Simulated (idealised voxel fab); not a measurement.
The following process module bears the name voxel ribs on slabs.
The cross-section on display is named cut; it measures 275 nm wide, and its cells are 5 nm squares.
Cross-section format: a grid of square cells, given as bands from top to bottom; each band is one or more rows of cells.
Top height, bottom height, nm. Materials left to right, width each, nm. Single material + "edge to edge" = fills band edge to edge. "empty" = empty.
Measure heights from 0. That's the level where, below it, the as-received wafer is all one material. The lowest band is bottomless and extends downward; write it as in "0..down".
It should be noted that a width expressed as "30->40" varies in equal increments from row to row of cells within the band, taking the value of the first number at the top row and that of the second number at the bottom row.
"remained unchanged" for a step: no cell of the cross-section changed in that step.
In "Enclosed cavities" the enclosed voids are listed, meaning empty spaces of 8 cells or larger without any opening to the top. The form is width x height at distance, distance from the left edge, units nm.
Where a step's line continues beyond its settings, the continuation is a remark by the simulator itself on that step.
The line of a step may include "overlay nm". On a step with a mask, this value is how far to the right of its planned place the mask lay. A negative value means the mask lay to the left.

Steps planned for the process:
1 RECEIVE, material Si
2 DIRECTIONAL_DEP, material SiO2, thk nm 30
3 DIRECTIONAL_DEP, material polySi, thk nm 25
4 MASKED_ETCH, tone cover, mask id RIB, width nm 15, etch materials polySi, depth nm 15, overlay nm 0
5 PATTERN, tone cover, mask id SLAB, material resist, width nm 75, thk nm 15, overlay nm 0
6 DIRECTIONAL_ETCH, etch materials polySi, depth nm 10
7 STRIP, etch materials resist
8 FILL_DEP, material SiO2, thk nm 25
9 CMP, height nm 75
10 DIRECTIONAL_DEP, material W, thk nm 5
11 DIRECTIONAL_DEP, material aC, thk nm 15
12 PATTERN, tone cover, mask id HEATER, material resist, width nm 25, thk nm 30, overlay nm 0
13 DIRECTIONAL_ETCH, etch materials aC, depth nm 15
14 STRIP, etch materials resist
15 DIRECTIONAL_ETCH, etch materials W, depth nm 5
16 STRIP, etch materials aC
17 CONFORMAL_DEP, material SiO2, thk nm 10

Cross-section of the incoming wafer, state after step 1:
  0..down  Si edge to edge
  Enclosed cavities: none

One mistake in running the module, otherwise start and plan as above: cross-section at the end:
  85..80  empty=120, then SiO2=35, then empty=120
  80..75  SiO2=125, then W=25, then SiO2=125
  75..55  SiO2 edge to edge
  55..40  SiO2=130, then polySi=15, then SiO2=130
  40..30  SiO2=100, then polySi=75, then SiO2=100
  30..0  SiO2 edge to edge
  0..down  Si edge to edge
  Enclosed cavities: none
Where did the run depart from the plan? step 17 off recipe, ran as CONFORMAL_DEP, material SiO2, thk nm 5
